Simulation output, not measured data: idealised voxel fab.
process module | voxel ribs on slabs
cross-section cut | 210 nm wide | cells 5 nm
A cross-section is a grid of square cells, given in bands from the top down. A band is one or more rows of cells.
Each band's line starts with the height of the band's top and of its bottom, in nm. Then come its materials from left to right, each with its width in nm. One material with "throughout" fills the band from edge to edge. "air" is empty space.
Height 0 is the level under which the wafer as received is all one material. The lowest band goes on downwards, as in "0 down".
A width such as "30 to 40" changes by the same amount from each row of cells to the next, from the band's top row to its bottom row.
"no change" after a step means that no cell of the cross-section changed.
closed voids: empty space of 8 cells or more with no open way to the top, each as width x height at its distance from the left edge, in nm
after a step's settings: what the simulator itself notes on the step
overlay nm, on a step with a mask: how far to the right of its planned place the mask lay; to the left if negative
plan
1 op RECEIVE | material Si
2 op DIRECTIONAL_DEP | material SiO2 | thk nm 25
3 op DIRECTIONAL_DEP | material SiN | thk nm 25
4 op DIRECTIONAL_DEP | material aC | thk nm 10
5 op PATTERN | tone cover | mask id RIB | material resist | width nm 15 | thk nm 25 | overlay nm 0
6 op DIRECTIONAL_ETCH | etch materials aC | depth nm 10
7 op STRIP | etch materials resist
8 op DIRECTIONAL_ETCH | etch materials SiN | depth nm 20
9 op STRIP | etch materials aC
10 op PATTERN | tone cover | mask id SLAB | material resist | width nm 45 | thk nm 15 | overlay nm 0
11 op DIRECTIONAL_ETCH | etch materials SiN | depth nm 5
12 op STRIP | etch materials resist
13 op FILL_DEP | material SiO2 | thk nm 20
14 op CMP | height nm 60
15 op DIRECTIONAL_DEP | material W | thk nm 10
16 op MASKED_ETCH | tone cover | mask id HEATER | width nm 25 | etch materials W | depth nm 10 | overlay nm 0
17 op CONFORMAL_DEP | material SiO2 | thk nm 5
as received, after step 1
  0 down: Si throughout
  closed voids: none
a wafer at the end: this start, this plan, one mistake
  75 to 70: air 85 | SiO2 35 | air 90
  70 to 65: SiO2 90 | W 25 | SiO2 95
  65 to 60: W throughout
  60 to 50: SiO2 throughout
  50 to 30: SiO2 95 | SiN 15 | SiO2 100
  30 to 25: SiO2 80 | SiN 45 | SiO2 85
  25 to 0: SiO2 throughout
  0 down: Si throughout
  closed voids: none
what went wrong: step 16 ran as: op MASKED_ETCH | tone cover | mask id HEATER | width nm 25 | etch materials W | depth nm 5 | overlay nm 0
